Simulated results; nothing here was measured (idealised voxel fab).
Presented below is a process module, voxel released beams.
The figure presents cross-section cut, which has a width of 185 nm and is divided into square cells with an edge length of 5 nm.
Just so we're on the same page, the cross-sections are grids of square cells, and they're listed out in bands top to bottom, each band one or more rows deep.
Heights first: top, then bottom, in nm. Then materials, left to right, each with a width in nm. "edge to edge" on a single material: fills the band edge to edge. "blank": empty space.
Heights are reckoned from 0. Under this level, the received wafer is all of one material. The bottommost band is open-ended downward, for example "0..down".
It should be noted that a width expressed as "30->40" varies in equal increments from row to row of cells within the band, taking the value of the first number at the top row and that of the second number at the bottom row.
The cross-section has no changed cell in any step marked "nothing changed".
Empty spaces without an open route to the top, at least 8 cells in extent, make up the entry "Voids lacking openings"; each is given as width x height at distance, where the distance is measured from the left edge, and all are in nm.
That trailing text on a step's line, after the settings, is the simulator's own remark on the step.
When a step includes a mask, the "overlay nm" setting on its line states how far to the right of its planned place that mask lay, and negative values state how far to the left.

# Set out below are the planned steps of the process
1. RECEIVE [material Si]
2. CONFORMAL_DEP [material SiN] [thk nm 5]
3. DIRECTIONAL_DEP [material SiO2] [thk nm 20]
4. MASKED_ETCH [tone open] [mask id ANCHOR] [width nm 35] [etch materials SiO2] [depth nm 20] [overlay nm 0]
5. CONFORMAL_DEP [material W] [thk nm 10]
6. PATTERN [tone cover] [mask id BEAM] [material resist] [width nm 105] [thk nm 20] [overlay nm 0]
7. DIRECTIONAL_ETCH [etch materials W] [depth nm 10]
8. STRIP [etch materials resist]
9. STRIP [etch materials SiO2]

# The first of two wafers, run as planned

# Incoming wafer, cross-sectional view, post step 1
	0..down  Si edge to edge
	Voids lacking openings: none

# You're looking at a cross-section of the wafer after step 2
	5..0  SiN edge to edge
	Below a height of 0, the structure has not been altered.

# You're looking at a cross-section of the wafer after step 3
	25..5  SiO2 edge to edge
	Below a height of 5, the structure has not been altered.

# You're looking at a cross-section of the wafer after step 4
	25..5  40 nm SiO2; 35 nm blank; 110 nm SiO2
	Below a height of 5, the structure has not been altered.

# You're looking at a cross-section of the wafer after step 5
	35..25  50 nm W; 15 nm blank; 120 nm W
	25..15  40 nm SiO2; 10 nm W; 15 nm blank; 10 nm W; 110 nm SiO2
	15..5  40 nm SiO2; 35 nm W; 110 nm SiO2
	Below a height of 5, the structure has not been altered.

# You're looking at a cross-section of the wafer after step 6
	55..35  35 nm blank; 105 nm resist; 45 nm blank
	35..25  50 nm W; 15 nm resist; 120 nm W
	25..15  40 nm SiO2; 10 nm W; 15 nm resist; 10 nm W; 110 nm SiO2
	Below a height of 15, the structure has not been altered.

# You're looking at a cross-section of the wafer after step 7
	55..35  35 nm blank; 105 nm resist; 45 nm blank
	35..25  35 nm blank; 15 nm W; 15 nm resist; 75 nm W; 45 nm blank
	Below a height of 25, the structure has not been altered.

# You're looking at a cross-section of the wafer after step 8
	35..25  35 nm blank; 15 nm W; 15 nm blank; 75 nm W; 45 nm blank
	25..15  40 nm SiO2; 10 nm W; 15 nm blank; 10 nm W; 110 nm SiO2
	Below a height of 15, the structure has not been altered.

# You're looking at a cross-section of the wafer after step 9
	35..25  35 nm blank; 15 nm W; 15 nm blank; 75 nm W; 45 nm blank
	25..15  40 nm blank; 10 nm W; 15 nm blank; 10 nm W; 110 nm blank
	15..5  40 nm blank; 35 nm W; 110 nm blank
	Below a height of 5, the structure has not been altered.

# Second Wafer (Identical Start and Plan, One Processing Error; Matches First Wafer Through Step 8)

# Second wafer, section view, time point: scheduled end of step 9
	35..25  35 nm blank; 15 nm W; 15 nm blank; 75 nm W; 45 nm blank
	25..15  40 nm blank; 10 nm W; 15 nm blank; 10 nm W; 110 nm blank
	15..5  40 nm blank; 35 nm W; 110 nm blank
	Below a height of 5, the structure has not been altered.
The plan and the run diverged here: step 9 of the plan was performed twice
Same final cross-section on the two wafers, so the model's numbers don't move because of the mistake.
